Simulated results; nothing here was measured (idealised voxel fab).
The process module that follows is named voxel self aligned vias.
Displayed cross-section: cut, width of 155 nm, square cells sized 5 nm.
Format of a cross-section: grid, square cells. Given as bands. Order: top down. Band: one or more rows of cells. Within each band entry, the heights of the top and of the bottom of the band appear first, in that order and in nm; the materials of the band then follow from left to right, each with its corresponding width in nm. The designation "edge to edge" on a single material indicates that it fills the band from edge to edge; the designation "blank" indicates empty space. Note: height 0 marks the level under which the wafer is uniformly one material as received. Lowest band unbounded below, written "0..down". When a width is written as two numbers, as in "30 to 40", the first number is the width in the top row of cells of the band and the second is the width in its bottom row, and the width changes by the same amount from each row to the next. When a step is marked "everything unchanged", none of the cells in the cross-section changed during that step. Each empty space that has no open way to the top and spans at least 8 cells appears under "Sealed internal cavities" as width x height at distance, the distance counted from the left edge, all in nm. Post-settings text on a step line: simulator's own remark regarding the step. Steps that use a mask can have "overlay nm" on their line. It says how far the mask sat to the right of where it was meant to be. Negative means to the left.

The following list gives the planned process steps
| 1 | RECEIVE (material Si) |
| 2 | CONFORMAL_DEP (material SiO2; thk nm 10) |
| 3 | CONFORMAL_DEP (material SiCN; thk nm 5) |
| 4 | DIRECTIONAL_DEP (material lowk; thk nm 30) |
| 5 | MASKED_ETCH (tone open; mask id LINES; width nm 30; pitch nm 65; etch materials lowk; depth nm 30; overlay nm 0) |
| 6 | CONFORMAL_DEP (material TiN; thk nm 5) |
| 7 | FILL_DEP (material Ru; thk nm 10) |
| 8 | CMP (height nm 45) |
| 9 | SELECTIVE_ETCH (etch materials W Ru TiN; depth nm 5) |
| 10 | FILL_DEP (material SiN; thk nm 10) |
| 11 | CMP (height nm 45) |
| 12 | DIRECTIONAL_DEP (material lowk; thk nm 15) |
| 13 | PATTERN (tone open; mask id VIAS; material resist; width nm 50; thk nm 15; overlay nm 0) |
| 14 | DIRECTIONAL_ETCH (etch materials lowk; depth nm 15) |
| 15 | DIRECTIONAL_ETCH (etch materials SiN; depth nm 5) |
| 16 | STRIP (etch materials resist) |
| 17 | CONFORMAL_DEP (material TiN; thk nm 5) |
| 18 | FILL_DEP (material Cu; thk nm 5) |
| 19 | CMP (height nm 60) |
| 20 | CONFORMAL_DEP (material SiCN; thk nm 5) |

Wafer at receipt (post step 1), cross-section
- 0..down = Si edge to edge
- Sealed internal cavities: none

The plan above was carried out on the starting structure above with one mistake, and this cross-section shows the wafer at the end of the module
- 65..60 = SiCN edge to edge
- 60..50 = lowk=15 / TiN=5 / Cu=50 / TiN=5 / lowk=80
- 50..45 = lowk=15 / TiN=20 / Cu=20 / TiN=20 / lowk=80
- 45..40 = lowk=30 / TiN=30 / lowk=35 / SiN=30 / lowk=30
- 40..20 = lowk=30 / TiN=5 / Ru=20 / TiN=5 / lowk=35 / TiN=5 / Ru=20 / TiN=5 / lowk=30
- 20..15 = lowk=30 / TiN=30 / lowk=35 / TiN=30 / lowk=30
- 15..10 = SiCN edge to edge
- 10..0 = SiO2 edge to edge
- 0..down = Si edge to edge
- Sealed internal cavities: none
what went wrong: contrary to plan, step 13 was performed as PATTERN (tone open; mask id VIAS; material resist; width nm 60; thk nm 15; overlay nm 0)
